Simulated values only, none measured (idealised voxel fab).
process module | voxel capacitor over wiring
cross-section cut | 275 nm wide | cells 5 nm
A cross-section is a grid of square cells, given in bands from the top down. A band is one or more rows of cells.
Each band's line starts with the height of the band's top and of its bottom, in nm. Then come its materials from left to right, each with its width in nm. One material with "throughout" fills the band from edge to edge. "air" is empty space.
Height 0 is the level under which the wafer as received is all one material. The lowest band goes on downwards, as in "0 down".
A width such as "30 to 40" changes by the same amount from each row of cells to the next, from the band's top row to its bottom row.
"no change" after a step means that no cell of the cross-section changed.
closed voids: empty space of 8 cells or more with no open way to the top, each as width x height at its distance from the left edge, in nm
after a step's settings: what the simulator itself notes on the step
overlay nm, on a step with a mask: how far to the right of its planned place the mask lay; to the left if negative
plan
1 op RECEIVE | material Si
2 op CONFORMAL_DEP | material SiO2 | thk nm 15
3 op CONFORMAL_DEP | material SiN | thk nm 5
4 op DIRECTIONAL_DEP | material SiO2 | thk nm 20
5 op MASKED_ETCH | tone open | mask id METAL_1 | width nm 20 | pitch nm 70 | etch materials SiO2 | depth nm 20 | overlay nm 0
6 op MASKED_ETCH | tone open | mask id METAL_1 | width nm 20 | pitch nm 70 | etch materials SiN | depth nm 5 | overlay nm 0
7 op CONFORMAL_DEP | material TiN | thk nm 5
8 op FILL_DEP | material W | thk nm 5
9 op CMP | height nm 40
10 op CONFORMAL_DEP | material SiCN | thk nm 5
11 op DIRECTIONAL_DEP | material lowk | thk nm 10
12 op PATTERN | tone open | mask id PLUG_1 | material resist | width nm 15 | thk nm 15 | overlay nm 0
13 op DIRECTIONAL_ETCH | etch materials lowk | depth nm 10
14 op DIRECTIONAL_ETCH | etch materials SiCN | depth nm 5
15 op STRIP | etch materials resist
16 op CONFORMAL_DEP | material TiN | thk nm 5
17 op FILL_DEP | material Cu | thk nm 10
18 op CMP | height nm 55
19 op DIRECTIONAL_DEP | material TiN | thk nm 10
20 op DIRECTIONAL_DEP | material SiN | thk nm 5
21 op DIRECTIONAL_DEP | material TiN | thk nm 10
22 op MASKED_ETCH | tone cover | mask id UPPER_PLATE | width nm 55 | etch materials TiN | depth nm 10 | overlay nm 0
23 op MASKED_ETCH | tone cover | mask id UPPER_PLATE | width nm 55 | etch materials SiN | depth nm 5 | overlay nm 0
24 op MASKED_ETCH | tone cover | mask id LOWER_PLATE | width nm 65 | etch materials TiN | depth nm 10 | overlay nm 0
25 op FILL_DEP | material SiO2 | thk nm 15
26 op CMP | height nm 90
27 op MASKED_ETCH | tone open | mask id PLUG_2 | width nm 15 | etch materials SiO2 | depth nm 10 | overlay nm 0
28 op CONFORMAL_DEP | material TiN | thk nm 5
29 op FILL_DEP | material W | thk nm 10
30 op CMP | height nm 90
31 op CONFORMAL_DEP | material SiN | thk nm 5
as received, after step 1
  0 down: Si throughout
  closed voids: none
a wafer at the end: this start, this plan, one mistake
  95 to 90: SiN throughout
  90 to 85: SiO2 105 | TiN 5 | W 5 | TiN 5 | SiO2 155
  85 to 80: SiO2 105 | TiN 15 | SiO2 155
  80 to 70: SiO2 95 | TiN 55 | SiO2 125
  70 to 65: SiO2 95 | SiN 55 | SiO2 125
  65 to 55: SiO2 90 | TiN 65 | SiO2 120
  55 to 45: lowk 95 | TiN 5 | Cu 5 | TiN 5 | lowk 165
  45 to 40: SiCN 95 | TiN 15 | SiCN 165
  40 to 20: SiO2 90 | TiN 5 | SiO2 10 | TiN 5 | SiO2 50 | TiN 5 | SiO2 10 | TiN 5 | SiO2 95
  20 to 15: SiN 90 | TiN 20 | SiN 50 | TiN 20 | SiN 95
  15 to 0: SiO2 throughout
  0 down: Si throughout
  closed voids: none
what went wrong: step 8 ran as: op FILL_DEP | material SiO2 | thk nm 5
